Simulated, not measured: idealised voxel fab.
process module | voxel released beams
cross-section cut | 285 nm wide | cells 5 nm
A cross-section is a grid of square cells, given in bands from the top down. A band is one or more rows of cells.
Each band's line starts with the height of the band's top and of its bottom, in nm. Then come its materials from left to right, each with its width in nm. One material with "throughout" fills the band from edge to edge. "air" is empty space.
Height 0 is the level under which the wafer as received is all one material. The lowest band goes on downwards, as in "0 down".
A width such as "30 to 40" changes by the same amount from each row of cells to the next, from the band's top row to its bottom row.
"no change" after a step means that no cell of the cross-section changed.
closed voids: empty space of 8 cells or more with no open way to the top, each as width x height at its distance from the left edge, in nm
after a step's settings: what the simulator itself notes on the step
overlay nm, on a step with a mask: how far to the right of its planned place the mask lay; to the left if negative
plan
1 op RECEIVE | material Si
2 op CONFORMAL_DEP | material SiN | thk nm 10
3 op DIRECTIONAL_DEP | material SiO2 | thk nm 10
4 op MASKED_ETCH | tone open | mask id ANCHOR | width nm 25 | etch materials SiO2 | depth nm 10 | overlay nm 0
5 op CONFORMAL_DEP | material polySi | thk nm 10
6 op DIRECTIONAL_DEP | material aC | thk nm 15
7 op PATTERN | tone cover | mask id BEAM | material resist | width nm 90 | thk nm 30 | overlay nm 0
8 op DIRECTIONAL_ETCH | etch materials aC | depth nm 15
9 op STRIP | etch materials resist
10 op DIRECTIONAL_ETCH | etch materials polySi | depth nm 10
11 op STRIP | etch materials aC
12 op STRIP | etch materials SiO2
as received, after step 1
  0 down: Si throughout
  closed voids: none
first wafer at the end, as planned
  30 to 20: air 95 | polySi 15 | air 5 | polySi 70 | air 100
  20 to 10: air 100 | polySi 25 | air 160
  10 to 0: SiN throughout
  0 down: Si throughout
  closed voids: none
second wafer at the end: like start, like plan, one mistake
  25 to 20: air 95 | polySi 15 | air 5 | polySi 70 | air 100
  20 to 10: air 95 to 100 | polySi 90 to 25 | air 100 to 160
  10 to 0: SiN throughout
  0 down: Si throughout
  closed voids: none
what went wrong: step 3 ran as: op DIRECTIONAL_DEP | material SiO2 | thk nm 5
at the end the second wafer has, in cells: 4 fewer of polySi
